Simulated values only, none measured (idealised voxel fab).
process module | voxel air gaps
cross-section cut | 245 nm wide | cells 5 nm
A cross-section is a grid of square cells, given in bands from the top down. A band is one or more rows of cells.
Each band's line starts with the height of the band's top and of its bottom, in nm. Then come its materials from left to right, each with its width in nm. One material with "throughout" fills the band from edge to edge. "air" is empty space.
Height 0 is the level under which the wafer as received is all one material. The lowest band goes on downwards, as in "0 down".
A width such as "30 to 40" changes by the same amount from each row of cells to the next, from the band's top row to its bottom row.
"no change" after a step means that no cell of the cross-section changed.
closed voids: empty space of 8 cells or more with no open way to the top, each as width x height at its distance from the left edge, in nm
after a step's settings: what the simulator itself notes on the step
overlay nm, on a step with a mask: how far to the right of its planned place the mask lay; to the left if negative
plan
1 op RECEIVE | material Si
2 op CONFORMAL_DEP | material SiO2 | thk nm 15
3 op CONFORMAL_DEP | material SiCN | thk nm 5
4 op DIRECTIONAL_DEP | material lowk | thk nm 35
5 op PATTERN | tone open | mask id LINES | material resist | width nm 25 | pitch nm 55 | thk nm 20 | overlay nm -15
6 op DIRECTIONAL_ETCH | etch materials lowk | depth nm 35
7 op STRIP | etch materials resist
8 op CONFORMAL_DEP | material TiN | thk nm 5
9 op FILL_DEP | material W | thk nm 5
10 op CMP | height nm 55
11 op EPI | material Ru | thk nm 10
12 op SELECTIVE_ETCH | etch materials lowk | depth nm 45
13 op CONFORMAL_DEP | material SiCN | thk nm 5
varied across the wafers: overlay nm of step 5. The plan shows the first wafer's value. All wafers start alike
first wafer as received, after step 1
  0 down: Si throughout
  closed voids: none
each wafer at the end: cells of each material gained (+) or lost (-) since it was received, then its closed voids
overlay nm -15 | +54 Ru | +176 SiCN | +147 SiO2 | +51 TiN | +54 W | closed voids: 20 x 25 at 70; 20 x 25 at 125
overlay nm -10 | +54 Ru | +176 SiCN | +147 SiO2 | +51 TiN | +54 W | closed voids: 20 x 25 at 75; 20 x 25 at 130
overlay nm -5 | +54 Ru | +176 SiCN | +147 SiO2 | +51 TiN | +54 W | closed voids: 20 x 25 at 80; 20 x 25 at 135
overlay nm 0 | +54 Ru | +176 SiCN | +147 SiO2 | +51 TiN | +54 W | closed voids: 20 x 25 at 85; 20 x 25 at 140
overlay nm 5 | +54 Ru | +176 SiCN | +147 SiO2 | +51 TiN | +54 W | closed voids: 20 x 25 at 90; 20 x 25 at 145
overlay nm 10 | +54 Ru | +176 SiCN | +147 SiO2 | +51 TiN | +54 W | closed voids: 20 x 25 at 95; 20 x 25 at 150
overlay nm 15 | +54 Ru | +176 SiCN | +147 SiO2 | +51 TiN | +54 W | closed voids: 20 x 25 at 100; 20 x 25 at 155
